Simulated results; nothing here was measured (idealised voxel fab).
Presented below is a process module, voxel self aligned vias.
Each square cell in cross-section cut measures 5 nm, and the section as a whole is 215 nm wide.
Just so we're on the same page, the cross-sections are grids of square cells, and they're listed out in bands top to bottom, each band one or more rows deep. For a band, the entry starts with two heights in nm, that of the top and then that of the bottom, and carries on with the band's materials in order from left to right, each alongside its width in nm; the word "everywhere" beside a single material means it fills the band edge to edge, and "air" means empty space. Counting heights begins at 0, where everything beneath is, in the wafer as received, one material. The lowest band has no bottom; it goes on downwards, as "top 0, no bottom" shows. When a width is written as two numbers, as in "30 to 40", the first number is the width in the top row of cells of the band and the second is the width in its bottom row, and the width changes by the same amount from each row to the next. "nothing altered" (step): cross-section cells unchanged, all of them. This entry, "Enclosed void inventory", enumerates those empty regions of no fewer than 8 cells that possess no open connection to the top. Each region is reported in the form width x height at distance, the distance being taken from the left edge, with all three quantities expressed in nm. On a step's line, text after the settings is the simulator commenting on that step. Among the settings permitted on a step's line is "overlay nm"; applied to a step with a mask, it specifies the extent to which the mask lay to the right of its planned position, whereas a negative figure signifies a position to the left.

## List of planned process steps
1) RECEIVE [material Si]
2) CONFORMAL_DEP [material SiO2] [thk nm 10]
3) CONFORMAL_DEP [material SiCN] [thk nm 5]
4) DIRECTIONAL_DEP [material SiO2] [thk nm 20]
5) MASKED_ETCH [tone open] [mask id LINES] [width nm 20] [pitch nm 45] [etch materials SiO2] [depth nm 20] [overlay nm 0]
6) CONFORMAL_DEP [material TiN] [thk nm 5]
7) FILL_DEP [material Ru] [thk nm 10]
8) CMP [height nm 35]
9) SELECTIVE_ETCH [etch materials W Ru TiN] [depth nm 5]
10) FILL_DEP [material SiN] [thk nm 5]
11) CMP [height nm 35]
12) DIRECTIONAL_DEP [material SiO2] [thk nm 15]
13) DIRECTIONAL_DEP [material aC] [thk nm 15]
14) PATTERN [tone open] [mask id VIAS] [material resist] [width nm 30] [thk nm 35] [overlay nm 0]
15) DIRECTIONAL_ETCH [etch materials aC] [depth nm 15]
16) STRIP [etch materials resist]
17) DIRECTIONAL_ETCH [etch materials SiO2] [depth nm 15]
18) DIRECTIONAL_ETCH [etch materials SiN] [depth nm 5]
19) STRIP [etch materials aC]
20) CONFORMAL_DEP [material TiN] [thk nm 5]
21) FILL_DEP [material W] [thk nm 10]
22) CMP [height nm 50]
23) CONFORMAL_DEP [material SiN] [thk nm 5]

## As-received wafer cross-section (after step 1)
  top 0, no bottom: Si everywhere
  Enclosed void inventory: none

## End-of-module cross-section of the first of two wafers, processed as planned
  top 55, bottom 50: SiN everywhere
  top 50, bottom 40: 70 SiO2  5 TiN  20 W  5 TiN  115 SiO2
  top 40, bottom 35: 70 SiO2  10 TiN  10 W  10 TiN  115 SiO2
  top 35, bottom 30: 75 SiO2  20 TiN  25 SiO2  20 SiN  75 SiO2
  top 30, bottom 20: 75 SiO2  5 TiN  10 Ru  5 TiN  25 SiO2  5 TiN  10 Ru  5 TiN  75 SiO2
  top 20, bottom 15: 75 SiO2  20 TiN  25 SiO2  20 TiN  75 SiO2
  top 15, bottom 10: SiCN everywhere
  top 10, bottom 0: SiO2 everywhere
  top 0, no bottom: Si everywhere
  Enclosed void inventory: none

## Second wafer of the two, sectioned at the end of the module. It began like the first and followed the same plan, but one mistake was made while running it
  top 55, bottom 50: SiN everywhere
  top 50, bottom 40: 65 W  5 TiN  30 SiO2  5 TiN  110 W
  top 40, bottom 35: 70 TiN  30 SiO2  25 TiN  10 W  80 TiN
  top 35, bottom 30: 75 SiO2  20 SiN  25 SiO2  20 TiN  75 SiO2
  top 30, bottom 20: 75 SiO2  5 TiN  10 Ru  5 TiN  25 SiO2  5 TiN  10 Ru  5 TiN  75 SiO2
  top 20, bottom 15: 75 SiO2  20 TiN  25 SiO2  20 TiN  75 SiO2
  top 15, bottom 10: SiCN everywhere
  top 10, bottom 0: SiO2 everywhere
  top 0, no bottom: Si everywhere
  Enclosed void inventory: none
It is concluded that the wafer was processed incorrectly with respect to the plan, in that the process deviated at step 14: the operation and settings actually run there were PATTERN [tone cover] [mask id VIAS] [material resist] [width nm 30] [thk nm 35] [overlay nm 0]
FYI, end of process, the second wafer has more or fewer cells of some materials than the first: SiO2 -93, TiN +31, W +62
